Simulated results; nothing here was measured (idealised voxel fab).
The process module presented herein is designated voxel trench capacitor.
Cross-section cut spans 250 nm and uses square cells 5 nm in size.
Think of the cross-section as a grid of square cells. We describe it in bands, top to bottom, and each band covers one or more rows of those cells. This entry defines a band. It first specifies the height of the band's top and the height of its bottom in nm, and then specifies the band's materials from left to right, stating each material with its width in nm. The word "edge to edge" identifies a single material that fills the band from edge to edge, while the word "empty" identifies empty space. Basically, 0 is our baseline, since under it the wafer straight out of the box is all one material. The bottom band has no lower end and keeps on going down, so it looks like "top 0, no bottom". So if you see something like "30 to 40" for the width, read it as the top row of the band sitting at the first number and the bottom row at the second, with every row in between moving by the same amount as the last. "nothing was modified" after a step means that no cell of the cross-section changed. Under "Voids lacking openings" you'll find the enclosed gaps, the ones with no way out to the top, that are 8 cells or bigger; each reads width x height at distance, with distance counted from the left edge, everything in nm. Text after the settings on a step's line: the simulator's own remark on that step. On any step carrying a mask, the "overlay nm" setting, if present on the step's line, tells how far right of its planned place the mask lay; negative values point to the left.

## Set out below are the planned steps of the process
| 1 | RECEIVE,material Si |
| 2 | CONFORMAL_DEP,material SiN,thk nm 10 |
| 3 | DIRECTIONAL_DEP,material aC,thk nm 15 |
| 4 | PATTERN,tone open,mask id TRENCH,material resist,width nm 25,pitch nm 50,thk nm 35,overlay nm 0 |
| 5 | DIRECTIONAL_ETCH,etch materials aC,depth nm 15 |
| 6 | STRIP,etch materials resist |
| 7 | DIRECTIONAL_ETCH,etch materials SiN,depth nm 10 |
| 8 | DIRECTIONAL_ETCH,etch materials Si,depth nm 25 |
| 9 | STRIP,etch materials aC |
| 10 | CONFORMAL_DEP,material SiO2,thk nm 5 |
| 11 | FILL_DEP,material polySi,thk nm 5 |
| 12 | CMP,height nm 10 |

## On the first of the two wafers: run conducted according to plan

## The cross-section here shows the wafer as received, i.e. in its state after step 1
	top 0, no bottom = Si edge to edge
	Voids lacking openings: none

## After step 2: wafer cross-section
	top 10, bottom 0 = SiN edge to edge
	Below a height of 0, the structure has not been altered.

## After step 3: wafer cross-section
	top 25, bottom 10 = aC edge to edge
	Below a height of 10, the structure has not been altered.

## After step 4: wafer cross-section
	top 60, bottom 25 = resist 85 nm  empty 25 nm  resist 25 nm  empty 25 nm  resist 90 nm
	Below a height of 25, the structure has not been altered.

## After step 5: wafer cross-section
	top 45, bottom 25 = resist 85 nm  empty 25 nm  resist 25 nm  empty 25 nm  resist 90 nm
	top 25, bottom 10 = aC 85 nm  empty 25 nm  aC 25 nm  empty 25 nm  aC 90 nm
	Below a height of 10, the structure has not been altered.

## After step 6: wafer cross-section
	top 25, bottom 10 = aC 85 nm  empty 25 nm  aC 25 nm  empty 25 nm  aC 90 nm
	Below a height of 10, the structure has not been altered.

## After step 7: wafer cross-section
	top 25, bottom 10 = aC 85 nm  empty 25 nm  aC 25 nm  empty 25 nm  aC 90 nm
	top 10, bottom 0 = SiN 85 nm  empty 25 nm  SiN 25 nm  empty 25 nm  SiN 90 nm
	Below a height of 0, the structure has not been altered.

## After step 8: wafer cross-section
	top 25, bottom 10 = aC 85 nm  empty 25 nm  aC 25 nm  empty 25 nm  aC 90 nm
	top 10, bottom 0 = SiN 85 nm  empty 25 nm  SiN 25 nm  empty 25 nm  SiN 90 nm
	top 0, bottom -25 = Si 85 nm  empty 25 nm  Si 25 nm  empty 25 nm  Si 90 nm
	Below a height of -25, the structure has not been altered.

## After step 9: wafer cross-section
	top 10, bottom 0 = SiN 85 nm  empty 25 nm  SiN 25 nm  empty 25 nm  SiN 90 nm
	Below a height of 0, the structure has not been altered.

## After step 10: wafer cross-section
	top 15, bottom 10 = SiO2 90 nm  empty 15 nm  SiO2 35 nm  empty 15 nm  SiO2 95 nm
	top 10, bottom 0 = SiN 85 nm  SiO2 5 nm  empty 15 nm  SiO2 5 nm  SiN 25 nm  SiO2 5 nm  empty 15 nm  SiO2 5 nm  SiN 90 nm
	top 0, bottom -20 = Si 85 nm  SiO2 5 nm  empty 15 nm  SiO2 5 nm  Si 25 nm  SiO2 5 nm  empty 15 nm  SiO2 5 nm  Si 90 nm
	top -20, bottom -25 = Si 85 nm  SiO2 25 nm  Si 25 nm  SiO2 25 nm  Si 90 nm
	Below a height of -25, the structure has not been altered.

## After step 11: wafer cross-section
	top 20, bottom 15 = polySi edge to edge
	top 15, bottom 10 = SiO2 90 nm  polySi 15 nm  SiO2 35 nm  polySi 15 nm  SiO2 95 nm
	top 10, bottom 0 = SiN 85 nm  SiO2 5 nm  polySi 15 nm  SiO2 5 nm  SiN 25 nm  SiO2 5 nm  polySi 15 nm  SiO2 5 nm  SiN 90 nm
	top 0, bottom -20 = Si 85 nm  SiO2 5 nm  polySi 15 nm  SiO2 5 nm  Si 25 nm  SiO2 5 nm  polySi 15 nm  SiO2 5 nm  Si 90 nm
	Below a height of -20, the structure has not been altered.

## After step 12: wafer cross-section
	top 10, bottom 0 = SiN 85 nm  SiO2 5 nm  polySi 15 nm  SiO2 5 nm  SiN 25 nm  SiO2 5 nm  polySi 15 nm  SiO2 5 nm  SiN 90 nm
	Below a height of 0, the structure has not been altered.

## Wafer two of the pair: same origin, same plan, one error during the run; identical to wafer one up to and including step 10

## Cross-section, second wafer, at the end time the plan gives for step 11
	top 20, bottom 15 = SiN edge to edge
	top 15, bottom 10 = SiO2 90 nm  SiN 15 nm  SiO2 35 nm  SiN 15 nm  SiO2 95 nm
	top 10, bottom 0 = SiN 85 nm  SiO2 5 nm  SiN 15 nm  SiO2 5 nm  SiN 25 nm  SiO2 5 nm  SiN 15 nm  SiO2 5 nm  SiN 90 nm
	top 0, bottom -20 = Si 85 nm  SiO2 5 nm  SiN 15 nm  SiO2 5 nm  Si 25 nm  SiO2 5 nm  SiN 15 nm  SiO2 5 nm  Si 90 nm
	Below a height of -20, the structure has not been altered.

## Cross-section, second wafer, at the end time the plan gives for step 12
	top 10, bottom 0 = SiN 85 nm  SiO2 5 nm  SiN 15 nm  SiO2 5 nm  SiN 25 nm  SiO2 5 nm  SiN 15 nm  SiO2 5 nm  SiN 90 nm
	Below a height of 0, the structure has not been altered.
Run error: step 11 changed vs plan, executed as FILL_DEP,material SiN,thk nm 5
End of process, cell counts, second wafer against first, materials with more or fewer: SiN: 36 more | polySi: 36 fewer
